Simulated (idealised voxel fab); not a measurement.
Documented hereafter: the process module known as voxel wiring stack.
The width of the displayed cross-section, cut, is 265 nm; its cells are square, with a size of 5 nm.
The cross-sections in this document take the form of a grid made of square cells. They are written out as bands, in order from top to bottom. Each band consists of one or more rows of cells.
Band: top and bottom heights (nm) first, top before bottom; then materials from left to right, widths in nm. "everywhere" marks a sole material filling the band edge to edge. "air" denotes empty space.
Measure heights from 0. That's the level where, below it, the as-received wafer is all one material. The lowest band is bottomless and extends downward; write it as in "from 0 down".
The two numbers in a width such as "30->40" mark its ends across the band: the first belongs to the top row of cells, the second to the bottom row, and from each row to the next the width moves by the same amount.
"remains unaltered" -> step changed no cross-section cell.
Basically, "Enclosed voids" tells you about the enclosed voids: empty spaces with no open way to the top, 8 cells or bigger, each written width x height at distance, where distance is from the left edge, all in nm.
Where a step's line continues beyond its settings, the continuation is a remark by the simulator itself on that step.
overlay nm: how far to the right of its planned place the mask lay on this masked step (negative: to the left).
Steps in the process plan
| 1 | op RECEIVE | material Si |
| 2 | op CONFORMAL_DEP | material SiO2 | thk nm 10 |
| 3 | op CONFORMAL_DEP | material SiCN | thk nm 5 |
| 4 | op DIRECTIONAL_DEP | material lowk | thk nm 25 |
| 5 | op PATTERN | tone open | mask id METAL_1 | material resist | width nm 20 | pitch nm 45 | thk nm 20 | overlay nm 0 |
| 6 | op DIRECTIONAL_ETCH | etch materials lowk | depth nm 25 |
| 7 | op DIRECTIONAL_ETCH | etch materials SiCN | depth nm 5 |
| 8 | op STRIP | etch materials resist |
| 9 | op CONFORMAL_DEP | material TiN | thk nm 5 |
| 10 | op FILL_DEP | material Cu | thk nm 10 |
| 11 | op CMP | height nm 40 |
| 12 | op CONFORMAL_DEP | material SiCN | thk nm 5 |
| 13 | op DIRECTIONAL_DEP | material lowk | thk nm 30 |
| 14 | op MASKED_ETCH | tone open | mask id METAL_2 | width nm 20 | pitch nm 45 | etch materials lowk | depth nm 15 | overlay nm 0 |
| 15 | op DIRECTIONAL_DEP | material aC | thk nm 10 |
| 16 | op PATTERN | tone open | mask id METAL_2_HOLES | material resist | width nm 15 | pitch nm 45 | thk nm 30 | overlay nm 0 |
| 17 | op DIRECTIONAL_ETCH | etch materials aC | depth nm 10 |
| 18 | op STRIP | etch materials resist |
| 19 | op DIRECTIONAL_ETCH | etch materials lowk | depth nm 15 |
| 20 | op DIRECTIONAL_ETCH | etch materials SiCN | depth nm 5 |
| 21 | op STRIP | etch materials aC |
| 22 | op CONFORMAL_DEP | material TiN | thk nm 5 |
| 23 | op FILL_DEP | material Cu | thk nm 10 |
| 24 | op CMP | height nm 75 |
| 25 | op CONFORMAL_DEP | material SiCN | thk nm 5 |
| 26 | op DIRECTIONAL_DEP | material SiO2 | thk nm 15 |
| 27 | op DIRECTIONAL_DEP | material aC | thk nm 15 |
| 28 | op PATTERN | tone open | mask id PLUG_2 | material resist | width nm 15 | pitch nm 90 | thk nm 35 | overlay nm 0 |
| 29 | op DIRECTIONAL_ETCH | etch materials aC | depth nm 15 |
| 30 | op STRIP | etch materials resist |
| 31 | op DIRECTIONAL_ETCH | etch materials SiO2 | depth nm 15 |
| 32 | op DIRECTIONAL_ETCH | etch materials SiCN | depth nm 5 |
| 33 | op STRIP | etch materials aC |
| 34 | op EPI | material Ru | thk nm 10 |
| 35 | op EPI | material Ru | thk nm 10 |
| 36 | op DIRECTIONAL_DEP | material TiN | thk nm 5 |
| 37 | op DIRECTIONAL_DEP | material Ru | thk nm 25 |
| 38 | op MASKED_ETCH | tone cover | mask id METAL_3 | width nm 20 | pitch nm 45 | etch materials Ru | depth nm 25 | overlay nm 0 |
| 39 | op MASKED_ETCH | tone cover | mask id METAL_3 | width nm 20 | pitch nm 45 | etch materials TiN | depth nm 5 | overlay nm 0 |
| 40 | op FILL_DEP | material SiO2 | thk nm 10 |
| 41 | op CMP | height nm 115 |
| 42 | op CONFORMAL_DEP | material SiCN | thk nm 5 |
| 43 | op DIRECTIONAL_DEP | material lowk | thk nm 25 |
| 44 | op MASKED_ETCH | tone open | mask id METAL_4_HOLES | width nm 15 | pitch nm 45 | etch materials lowk | depth nm 25 | overlay nm 0 |
| 45 | op PATTERN | tone open | mask id METAL_4 | material resist | width nm 20 | pitch nm 45 | thk nm 15 | overlay nm 0 |
| 46 | op DIRECTIONAL_ETCH | etch materials lowk | depth nm 15 |
| 47 | op DIRECTIONAL_ETCH | etch materials SiCN | depth nm 5 |
| 48 | op STRIP | etch materials resist |
| 49 | op CONFORMAL_DEP | material TiN | thk nm 5 |
| 50 | op FILL_DEP | material Cu | thk nm 10 |
| 51 | op CMP | height nm 155 |
| 52 | op CONFORMAL_DEP | material SiN | thk nm 5 |
Wafers differ in height nm at step 41; plan lists the first wafer's value; identical starting state.
Cross-section, first of several wafers, as delivered after step 1
from 0 down  Si everywhere
Enclosed voids: none
Here's the first of several wafers in cross-section, end of the module, after the last step, step 52
from 160 to 155  SiN everywhere
from 155 to 150  Cu everywhere
from 150 to 145  60 nm TiN, then 10 nm Cu, then 35 nm TiN, then 10 nm Cu, then 35 nm TiN, then 10 nm Cu, then 35 nm TiN, then 10 nm Cu, then 60 nm TiN
from 145 to 135  55 nm lowk, then 5 nm TiN, then 10 nm Cu, then 5 nm TiN, then 25 nm lowk, then 5 nm TiN, then 10 nm Cu, then 5 nm TiN, then 25 nm lowk, then 5 nm TiN, then 10 nm Cu, then 5 nm TiN, then 25 nm lowk, then 5 nm TiN, then 10 nm Cu, then 5 nm TiN, then 55 nm lowk
from 135 to 130  55 nm lowk, then 5 nm TiN, then 5 nm Cu, then 10 nm TiN, then 25 nm lowk, then 5 nm TiN, then 5 nm Cu, then 10 nm TiN, then 25 nm lowk, then 5 nm TiN, then 5 nm Cu, then 10 nm TiN, then 25 nm lowk, then 5 nm TiN, then 5 nm Cu, then 10 nm TiN, then 55 nm lowk
from 130 to 120  55 nm lowk, then 5 nm TiN, then 5 nm Cu, then 5 nm TiN, then 30 nm lowk, then 5 nm TiN, then 5 nm Cu, then 5 nm TiN, then 30 nm lowk, then 5 nm TiN, then 5 nm Cu, then 5 nm TiN, then 30 nm lowk, then 5 nm TiN, then 5 nm Cu, then 5 nm TiN, then 60 nm lowk
from 120 to 115  55 nm SiCN, then 15 nm TiN, then 30 nm SiCN, then 15 nm TiN, then 30 nm SiCN, then 15 nm TiN, then 30 nm SiCN, then 15 nm TiN, then 60 nm SiCN
from 115 to 100  55 nm SiO2, then 20 nm Ru, then 25 nm SiO2, then 20 nm Ru, then 25 nm SiO2, then 20 nm Ru, then 25 nm SiO2, then 20 nm Ru, then 55 nm SiO2
from 100 to 95  55 nm SiO2, then 20 nm TiN, then 25 nm SiO2, then 20 nm TiN, then 25 nm SiO2, then 20 nm TiN, then 25 nm SiO2, then 20 nm TiN, then 55 nm SiO2
from 95 to 80  55 nm SiO2, then 15 nm Ru, then 75 nm SiO2, then 15 nm Ru, then 105 nm SiO2
from 80 to 75  55 nm SiCN, then 15 nm Ru, then 75 nm SiCN, then 15 nm Ru, then 105 nm SiCN
from 75 to 65  55 nm lowk, then 5 nm TiN, then 10 nm Cu, then 5 nm TiN, then 25 nm lowk, then 5 nm TiN, then 10 nm Cu, then 5 nm TiN, then 25 nm lowk, then 5 nm TiN, then 10 nm Cu, then 5 nm TiN, then 25 nm lowk, then 5 nm TiN, then 10 nm Cu, then 5 nm TiN, then 55 nm lowk
from 65 to 60  55 nm lowk, then 5 nm TiN, then 5 nm Cu, then 10 nm TiN, then 25 nm lowk, then 5 nm TiN, then 5 nm Cu, then 10 nm TiN, then 25 nm lowk, then 5 nm TiN, then 5 nm Cu, then 10 nm TiN, then 25 nm lowk, then 5 nm TiN, then 5 nm Cu, then 10 nm TiN, then 55 nm lowk
from 60 to 45  55 nm lowk, then 5 nm TiN, then 5 nm Cu, then 5 nm TiN, then 30 nm lowk, then 5 nm TiN, then 5 nm Cu, then 5 nm TiN, then 30 nm lowk, then 5 nm TiN, then 5 nm Cu, then 5 nm TiN, then 30 nm lowk, then 5 nm TiN, then 5 nm Cu, then 5 nm TiN, then 60 nm lowk
from 45 to 40  55 nm SiCN, then 15 nm TiN, then 30 nm SiCN, then 15 nm TiN, then 30 nm SiCN, then 15 nm TiN, then 30 nm SiCN, then 15 nm TiN, then 60 nm SiCN
from 40 to 15  55 nm lowk, then 5 nm TiN, then 10 nm Cu, then 5 nm TiN, then 25 nm lowk, then 5 nm TiN, then 10 nm Cu, then 5 nm TiN, then 25 nm lowk, then 5 nm TiN, then 10 nm Cu, then 5 nm TiN, then 25 nm lowk, then 5 nm TiN, then 10 nm Cu, then 5 nm TiN, then 55 nm lowk
from 15 to 10  55 nm SiCN, then 20 nm TiN, then 25 nm SiCN, then 20 nm TiN, then 25 nm SiCN, then 20 nm TiN, then 25 nm SiCN, then 20 nm TiN, then 55 nm SiCN
from 10 to 0  SiO2 everywhere
from 0 down  Si everywhere
Enclosed voids: none
Sectional view of the last wafer upon completion of the module
from 160 to 155  SiN everywhere
from 155 to 150  55 nm lowk, then 5 nm TiN, then 5 nm Cu, then 10 nm TiN, then 25 nm lowk, then 5 nm TiN, then 5 nm Cu, then 10 nm TiN, then 25 nm lowk, then 5 nm TiN, then 5 nm Cu, then 10 nm TiN, then 25 nm lowk, then 5 nm TiN, then 5 nm Cu, then 10 nm TiN, then 55 nm lowk
from 150 to 140  55 nm lowk, then 5 nm TiN, then 5 nm Cu, then 5 nm TiN, then 30 nm lowk, then 5 nm TiN, then 5 nm Cu, then 5 nm TiN, then 30 nm lowk, then 5 nm TiN, then 5 nm Cu, then 5 nm TiN, then 30 nm lowk, then 5 nm TiN, then 5 nm Cu, then 5 nm TiN, then 60 nm lowk
from 140 to 135  55 nm SiCN, then 15 nm TiN, then 30 nm SiCN, then 15 nm TiN, then 30 nm SiCN, then 15 nm TiN, then 30 nm SiCN, then 15 nm TiN, then 60 nm SiCN
from 135 to 125  SiO2 everywhere
from 125 to 100  55 nm SiO2, then 20 nm Ru, then 25 nm SiO2, then 20 nm Ru, then 25 nm SiO2, then 20 nm Ru, then 25 nm SiO2, then 20 nm Ru, then 55 nm SiO2
from 100 to 95  55 nm SiO2, then 20 nm TiN, then 25 nm SiO2, then 20 nm TiN, then 25 nm SiO2, then 20 nm TiN, then 25 nm SiO2, then 20 nm TiN, then 55 nm SiO2
from 95 to 80  55 nm SiO2, then 15 nm Ru, then 75 nm SiO2, then 15 nm Ru, then 105 nm SiO2
from 80 to 75  55 nm SiCN, then 15 nm Ru, then 75 nm SiCN, then 15 nm Ru, then 105 nm SiCN
from 75 to 65  55 nm lowk, then 5 nm TiN, then 10 nm Cu, then 5 nm TiN, then 25 nm lowk, then 5 nm TiN, then 10 nm Cu, then 5 nm TiN, then 25 nm lowk, then 5 nm TiN, then 10 nm Cu, then 5 nm TiN, then 25 nm lowk, then 5 nm TiN, then 10 nm Cu, then 5 nm TiN, then 55 nm lowk
from 65 to 60  55 nm lowk, then 5 nm TiN, then 5 nm Cu, then 10 nm TiN, then 25 nm lowk, then 5 nm TiN, then 5 nm Cu, then 10 nm TiN, then 25 nm lowk, then 5 nm TiN, then 5 nm Cu, then 10 nm TiN, then 25 nm lowk, then 5 nm TiN, then 5 nm Cu, then 10 nm TiN, then 55 nm lowk
from 60 to 45  55 nm lowk, then 5 nm TiN, then 5 nm Cu, then 5 nm TiN, then 30 nm lowk, then 5 nm TiN, then 5 nm Cu, then 5 nm TiN, then 30 nm lowk, then 5 nm TiN, then 5 nm Cu, then 5 nm TiN, then 30 nm lowk, then 5 nm TiN, then 5 nm Cu, then 5 nm TiN, then 60 nm lowk
from 45 to 40  55 nm SiCN, then 15 nm TiN, then 30 nm SiCN, then 15 nm TiN, then 30 nm SiCN, then 15 nm TiN, then 30 nm SiCN, then 15 nm TiN, then 60 nm SiCN
from 40 to 15  55 nm lowk, then 5 nm TiN, then 10 nm Cu, then 5 nm TiN, then 25 nm lowk, then 5 nm TiN, then 10 nm Cu, then 5 nm TiN, then 25 nm lowk, then 5 nm TiN, then 10 nm Cu, then 5 nm TiN, then 25 nm lowk, then 5 nm TiN, then 10 nm Cu, then 5 nm TiN, then 55 nm lowk
from 15 to 10  55 nm SiCN, then 20 nm TiN, then 25 nm SiCN, then 20 nm TiN, then 25 nm SiCN, then 20 nm TiN, then 25 nm SiCN, then 20 nm TiN, then 55 nm SiCN
from 10 to 0  SiO2 everywhere
from 0 down  Si everywhere
Enclosed voids: none
Tabulated below, wafer by wafer, are the end-of-module results: for each material, the number of cells gained (+) or lost (-) relative to the as-received state, followed by the closed voids
height nm 115, +161 Cu, +72 Ru, +166 SiCN, +53 SiN, +395 SiO2, +237 TiN, +612 lowk, Enclosed voids: none
height nm 120, +108 Cu, +88 Ru, +166 SiCN, +53 SiN, +432 SiO2, +237 TiN, +612 lowk, Enclosed voids: none
height nm 125, +100 Cu, +104 Ru, +166 SiCN, +53 SiN, +469 SiO2, +192 TiN, +612 lowk, Enclosed voids: none
height nm 130, +92 Cu, +104 Ru, +166 SiCN, +53 SiN, +522 SiO2, +184 TiN, +575 lowk, Enclosed voids: none
height nm 135, +84 Cu, +104 Ru, +166 SiCN, +53 SiN, +575 SiO2, +176 TiN, +538 lowk, Enclosed voids: none
